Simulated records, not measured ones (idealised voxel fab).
Process module under the name voxel capacitor over wiring
FYI the section here is cut, 200 nm wide, cells are 5 nm squares.
Square cells in a grid make up a cross-section in this document, and the grid is given as bands, listed from the top down, each one or more rows of cells.
First you get the band's top height and its bottom height, in nm, and then the materials it's made of, left to right, with each width in nm. If you see a single material with "edge to edge", that one covers the band edge to edge. "empty" is empty space.
A quick word on heights: they are counted from 0, and under that level the wafer as it came to us is one material throughout. The lowest band is different from the rest in having no bottom; it simply continues downward, written as in "0 -> down".
So if you see something like "30 to 40" for the width, read it as the top row of the band sitting at the first number and the bottom row at the second, with every row in between moving by the same amount as the last.
"nothing altered" (step): cross-section cells unchanged, all of them.
Closed void entries: empty space of 8 cells or more with no open way to the top, each as width x height at its distance from the left edge, in nm
The remark found on a step's line after its settings is issued by the simulator itself and pertains to that step.
overlay nm: step with mask; distance mask lay right of planned place; negative value = left of planned place.

The following list gives the planned process steps
1: RECEIVE [material Si]
2: CONFORMAL_DEP [material SiO2] [thk nm 15]
3: DIRECTIONAL_DEP [material TiN] [thk nm 5]
4: DIRECTIONAL_DEP [material Ru] [thk nm 25]
5: PATTERN [tone cover] [mask id METAL_1] [material resist] [width nm 25] [pitch nm 85] [thk nm 20] [overlay nm 0]
6: DIRECTIONAL_ETCH [etch materials Ru] [depth nm 25]
7: DIRECTIONAL_ETCH [etch materials TiN] [depth nm 5]
8: STRIP [etch materials resist]
9: FILL_DEP [material SiO2] [thk nm 10]
10: CMP [height nm 45]
11: CONFORMAL_DEP [material SiCN] [thk nm 5]
12: DIRECTIONAL_DEP [material lowk] [thk nm 20]
13: MASKED_ETCH [tone open] [mask id PLUG_1] [width nm 15] [etch materials lowk] [depth nm 20] [overlay nm 0]
14: MASKED_ETCH [tone open] [mask id PLUG_1] [width nm 15] [etch materials SiCN] [depth nm 5] [overlay nm 0]
15: EPI [material Ru] [thk nm 10]
16: EPI [material Ru] [thk nm 10]
17: EPI [material Ru] [thk nm 5]
18: DIRECTIONAL_DEP [material TiN] [thk nm 10]
19: DIRECTIONAL_DEP [material HfO2] [thk nm 5]
20: DIRECTIONAL_DEP [material TiN] [thk nm 10]
21: DIRECTIONAL_DEP [material aC] [thk nm 10]
22: PATTERN [tone cover] [mask id UPPER_PLATE] [material resist] [width nm 65] [thk nm 30] [overlay nm 0]
23: DIRECTIONAL_ETCH [etch materials aC] [depth nm 10]
24: STRIP [etch materials resist]
25: DIRECTIONAL_ETCH [etch materials TiN] [depth nm 10]
26: DIRECTIONAL_ETCH [etch materials HfO2] [depth nm 5]
27: STRIP [etch materials aC]
28: DIRECTIONAL_DEP [material aC] [thk nm 15]
29: PATTERN [tone cover] [mask id LOWER_PLATE] [material resist] [width nm 75] [thk nm 35] [overlay nm 0]
30: DIRECTIONAL_ETCH [etch materials aC] [depth nm 15]
31: STRIP [etch materials resist]
32: DIRECTIONAL_ETCH [etch materials TiN] [depth nm 10]
33: STRIP [etch materials aC]
34: FILL_DEP [material SiO2] [thk nm 20]
35: CMP [height nm 110]
36: PATTERN [tone open] [mask id PLUG_2] [material resist] [width nm 15] [thk nm 15] [overlay nm 0]
37: DIRECTIONAL_ETCH [etch materials SiO2] [depth nm 15]
38: STRIP [etch materials resist]
39: CONFORMAL_DEP [material TiN] [thk nm 5]
40: FILL_DEP [material Ru] [thk nm 10]
41: CMP [height nm 110]
42: CONFORMAL_DEP [material SiN] [thk nm 5]
Among the wafers covered here, the point of difference is the width nm at step 36; their starting state is shared, and the plan presents the value of the first wafer.

As-received cross-section, first of several wafers, post step 1
* 0 -> down: Si edge to edge
* Closed void entries: none

Heads up, this table goes wafer by wafer. A row tells you, at the end of the module, how many cells of each material that wafer has put on (+) or dropped (-) since it was received, and then its closed voids
width nm 15, +13 HfO2, +67 Ru, +37 SiCN, +40 SiN, +542 SiO2, +73 TiN, +148 lowk, Closed void entries: none
width nm 20, +13 HfO2, +69 Ru, +37 SiCN, +40 SiN, +539 SiO2, +74 TiN, +148 lowk, Closed void entries: none
width nm 25, +13 HfO2, +71 Ru, +37 SiCN, +40 SiN, +536 SiO2, +75 TiN, +148 lowk, Closed void entries: none
width nm 30, +13 HfO2, +73 Ru, +37 SiCN, +40 SiN, +533 SiO2, +76 TiN, +148 lowk, Closed void entries: none
